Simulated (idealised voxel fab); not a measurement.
Proc. module: voxel self aligned vias
FYI the section here is cut, 215 nm wide, cells are 5 nm squares.
For the purposes of this document, a cross-section shall be understood as a grid of square cells, specified as bands listed in top-to-bottom order, each band consisting of one or more rows of cells.
In this notation a band is specified by the heights of its top and bottom, in that order and in nm, after which its materials appear from left to right, each paired with its width in nm. The word "throughout" attached to a single material means that material fills the band from edge to edge; the word "empty" stands for empty space.
For the purposes of this specification, 0 denotes the height below which the wafer in its as-received condition is composed wholly of one material, and the lowermost band, lacking a lower limit, extends downward without end, as expressed in "0 nm and below".
Width: "30->40" (first number = top row, second number = bottom row, same change from row to row of cells).
For the purposes of this document, the phrase "remained unchanged" attached to a step denotes that no cell within the cross-section was modified by that step.
Closed empty spaces (no open way to the top) of 8 cells or more are what "Closed empty spaces" lists, each as width x height at distance from the left edge, nm for all three.
Read whatever lies past the settings on a step's line as the simulator's own remark about the step.
The setting "overlay nm" may be written on the line of a step. When the step uses a mask, the value reports how far to the right of the planned place the mask lay, and a negative value reports that it lay to the left.

## The steps planned for the process are as follows
1: RECEIVE with material Si
2: CONFORMAL_DEP with material SiO2, thk nm 10
3: CONFORMAL_DEP with material SiCN, thk nm 5
4: DIRECTIONAL_DEP with material lowk, thk nm 25
5: PATTERN with tone open, mask id LINES, material resist, width nm 25, pitch nm 55, thk nm 20, overlay nm 0
6: DIRECTIONAL_ETCH with etch materials lowk, depth nm 25
7: STRIP with etch materials resist
8: CONFORMAL_DEP with material TiN, thk nm 5
9: FILL_DEP with material W, thk nm 10
10: CMP with height nm 40
11: SELECTIVE_ETCH with etch materials W Ru TiN, depth nm 5
12: FILL_DEP with material SiN, thk nm 5
13: CMP with height nm 40
14: DIRECTIONAL_DEP with material lowk, thk nm 20
15: MASKED_ETCH with tone open, mask id VIAS, width nm 35, pitch nm 110, etch materials lowk, depth nm 20, overlay nm 0
16: MASKED_ETCH with tone open, mask id VIAS, width nm 35, pitch nm 110, etch materials SiN, depth nm 5, overlay nm 0
17: CONFORMAL_DEP with material TiN, thk nm 5
18: FILL_DEP with material W, thk nm 10
19: CMP with height nm 60
20: CONFORMAL_DEP with material SiN, thk nm 5

## As-received state of the wafer in cross-section, equivalent to post-step 1
0 nm and below | Si throughout
Closed empty spaces: none

## First of two wafers: cross-section at end of module, run per plan
65 nm to 60 nm | SiN throughout
60 nm to 45 nm | lowk (35), then TiN (5), then W (25), then TiN (5), then lowk (75), then TiN (5), then W (25), then TiN (5), then lowk (35)
45 nm to 40 nm | lowk (35), then TiN (10), then W (15), then TiN (10), then lowk (75), then TiN (10), then W (15), then TiN (10), then lowk (35)
40 nm to 35 nm | lowk (40), then TiN (25), then lowk (30), then SiN (25), then lowk (30), then TiN (25), then lowk (40)
35 nm to 20 nm | lowk (40), then TiN (5), then W (15), then TiN (5), then lowk (30), then TiN (5), then W (15), then TiN (5), then lowk (30), then TiN (5), then W (15), then TiN (5), then lowk (40)
20 nm to 15 nm | lowk (40), then TiN (25), then lowk (30), then TiN (25), then lowk (30), then TiN (25), then lowk (40)
15 nm to 10 nm | SiCN throughout
10 nm to 0 nm | SiO2 throughout
0 nm and below | Si throughout
Closed empty spaces: none

## Cross-sectional view: second of two wafers, end of module; start and plan identical to the first, one mistake in running
65 nm to 60 nm | SiN throughout
60 nm to 45 nm | lowk (35), then TiN (5), then W (25), then TiN (5), then lowk (75), then TiN (5), then W (25), then TiN (5), then lowk (35)
45 nm to 40 nm | lowk (35), then TiN (5), then W (15), then TiN (15), then lowk (75), then TiN (5), then W (15), then TiN (15), then lowk (35)
40 nm to 35 nm | lowk (35), then TiN (25), then lowk (30), then SiN (25), then lowk (30), then TiN (25), then lowk (45)
35 nm to 20 nm | lowk (35), then TiN (5), then W (15), then TiN (5), then lowk (30), then TiN (5), then W (15), then TiN (5), then lowk (30), then TiN (5), then W (15), then TiN (5), then lowk (45)
20 nm to 15 nm | lowk (35), then TiN (25), then lowk (30), then TiN (25), then lowk (30), then TiN (25), then lowk (45)
15 nm to 10 nm | SiCN throughout
10 nm to 0 nm | SiO2 throughout
0 nm and below | Si throughout
Closed empty spaces: none
Which mistake was made when the wafer was run? step 5, actual vs plan mismatch, actual run PATTERN with tone open, mask id LINES, material resist, width nm 25, pitch nm 55, thk nm 20, overlay nm -5
By the end, you'd get the same cell count for each material on either wafer, but the second wafer puts them somewhere else.
